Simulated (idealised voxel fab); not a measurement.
process module | voxel ribs on slabs
cross-section cut | 295 nm wide | cells 5 nm
A cross-section is a grid of square cells, given in bands from the top down. A band is one or more rows of cells.
Each band's line starts with the height of the band's top and of its bottom, in nm. Then come its materials from left to right, each with its width in nm. One material with "throughout" fills the band from edge to edge. "air" is empty space.
Height 0 is the level under which the wafer as received is all one material. The lowest band goes on downwards, as in "0 down".
A width such as "30 to 40" changes by the same amount from each row of cells to the next, from the band's top row to its bottom row.
"no change" after a step means that no cell of the cross-section changed.
closed voids: empty space of 8 cells or more with no open way to the top, each as width x height at its distance from the left edge, in nm
after a step's settings: what the simulator itself notes on the step
overlay nm, on a step with a mask: how far to the right of its planned place the mask lay; to the left if negative
plan
1 op RECEIVE | material Si
2 op DIRECTIONAL_DEP | material SiO2 | thk nm 30
3 op DIRECTIONAL_DEP | material SiN | thk nm 15
4 op PATTERN | tone cover | mask id RIB | material resist | width nm 15 | thk nm 20 | overlay nm 0
5 op DIRECTIONAL_ETCH | etch materials SiN | depth nm 10
6 op STRIP | etch materials resist
7 op MASKED_ETCH | tone cover | mask id SLAB | width nm 75 | etch materials SiN | depth nm 5 | overlay nm 0
8 op FILL_DEP | material SiO2 | thk nm 25
9 op CMP | height nm 65
10 op DIRECTIONAL_DEP | material W | thk nm 10
11 op DIRECTIONAL_DEP | material aC | thk nm 15
12 op PATTERN | tone cover | mask id HEATER | material resist | width nm 25 | thk nm 35 | overlay nm 0
13 op DIRECTIONAL_ETCH | etch materials aC | depth nm 15
14 op STRIP | etch materials resist
15 op DIRECTIONAL_ETCH | etch materials W | depth nm 10
16 op STRIP | etch materials aC
17 op CONFORMAL_DEP | material SiO2 | thk nm 5
first wafer, as planned
as received, after step 1
  0 down: Si throughout
  closed voids: none
after step 2
  30 to 0: SiO2 throughout
  below 0: unchanged
after step 3
  45 to 30: SiN throughout
  below 30: unchanged
after step 4
  65 to 45: air 140 | resist 15 | air 140
  below 45: unchanged
after step 5
  65 to 45: air 140 | resist 15 | air 140
  45 to 35: air 140 | SiN 15 | air 140
  below 35: unchanged
after step 6
  45 to 35: air 140 | SiN 15 | air 140
  below 35: unchanged
after step 7
  45 to 35: air 140 | SiN 15 | air 140
  35 to 30: air 110 | SiN 75 | air 110
  below 30: unchanged
after step 8
  70 to 45: SiO2 throughout
  45 to 35: SiO2 140 | SiN 15 | SiO2 140
  35 to 30: SiO2 110 | SiN 75 | SiO2 110
  below 30: unchanged
after step 9
  65 to 45: SiO2 throughout
  below 45: unchanged
after step 10
  75 to 65: W throughout
  below 65: unchanged
after step 11
  90 to 75: aC throughout
  below 75: unchanged
after step 12
  125 to 90: air 135 | resist 25 | air 135
  below 90: unchanged
after step 13
  110 to 90: air 135 | resist 25 | air 135
  90 to 75: air 135 | aC 25 | air 135
  below 75: unchanged
after step 14
  90 to 75: air 135 | aC 25 | air 135
  below 75: unchanged
after step 15
  90 to 75: air 135 | aC 25 | air 135
  75 to 65: air 135 | W 25 | air 135
  below 65: unchanged
after step 16
  75 to 65: air 135 | W 25 | air 135
  below 65: unchanged
after step 17
  80 to 75: air 130 | SiO2 35 | air 130
  75 to 70: air 130 | SiO2 5 | W 25 | SiO2 5 | air 130
  70 to 65: SiO2 135 | W 25 | SiO2 135
  below 65: unchanged
second wafer: like start, like plan, one mistake. Through step 16 it matches the first wafer
when step 17 should have ended: no change
what went wrong: step 17 was left out
at the end the second wafer has, in cells: 63 fewer of SiO2
